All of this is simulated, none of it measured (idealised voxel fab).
process module | voxel double patterning
cross-section cut | 230 nm wide | cells 5 nm
A cross-section is a grid of square cells, given in bands from the top down. A band is one or more rows of cells.
Each band's line starts with the height of the band's top and of its bottom, in nm. Then come its materials from left to right, each with its width in nm. One material with "throughout" fills the band from edge to edge. "air" is empty space.
Height 0 is the level under which the wafer as received is all one material. The lowest band goes on downwards, as in "0 down".
A width such as "30 to 40" changes by the same amount from each row of cells to the next, from the band's top row to its bottom row.
"no change" after a step means that no cell of the cross-section changed.
closed voids: empty space of 8 cells or more with no open way to the top, each as width x height at its distance from the left edge, in nm
after a step's settings: what the simulator itself notes on the step
overlay nm, on a step with a mask: how far to the right of its planned place the mask lay; to the left if negative
plan
1 op RECEIVE | material Si
2 op CONFORMAL_DEP | material SiO2 | thk nm 5
3 op DIRECTIONAL_DEP | material TiN | thk nm 20
4 op DIRECTIONAL_DEP | material SiCN | thk nm 10
5 op MASKED_ETCH | tone open | mask id FIRST | width nm 15 | pitch nm 50 | etch materials SiCN | depth nm 10 | overlay nm 0
6 op DIRECTIONAL_DEP | material aC | thk nm 10
7 op PATTERN | tone open | mask id SECOND | material resist | width nm 15 | pitch nm 50 | thk nm 25 | overlay nm 0
8 op DIRECTIONAL_ETCH | etch materials aC | depth nm 10
9 op STRIP | etch materials resist
10 op DIRECTIONAL_ETCH | etch materials SiCN | depth nm 10
11 op STRIP | etch materials aC
12 op DIRECTIONAL_ETCH | etch materials TiN | depth nm 20
13 op STRIP | etch materials SiCN
as received, after step 1
  0 down: Si throughout
  closed voids: none
a wafer at the end: this start, this plan, one mistake
  25 to 5: air 55 | TiN 15 | air 35 | TiN 15 | air 35 | TiN 15 | air 60
  5 to 0: SiO2 throughout
  0 down: Si throughout
  closed voids: none
what went wrong: step 5 ran as: op MASKED_ETCH | tone cover | mask id FIRST | width nm 15 | pitch nm 50 | etch materials SiCN | depth nm 10 | overlay nm 0
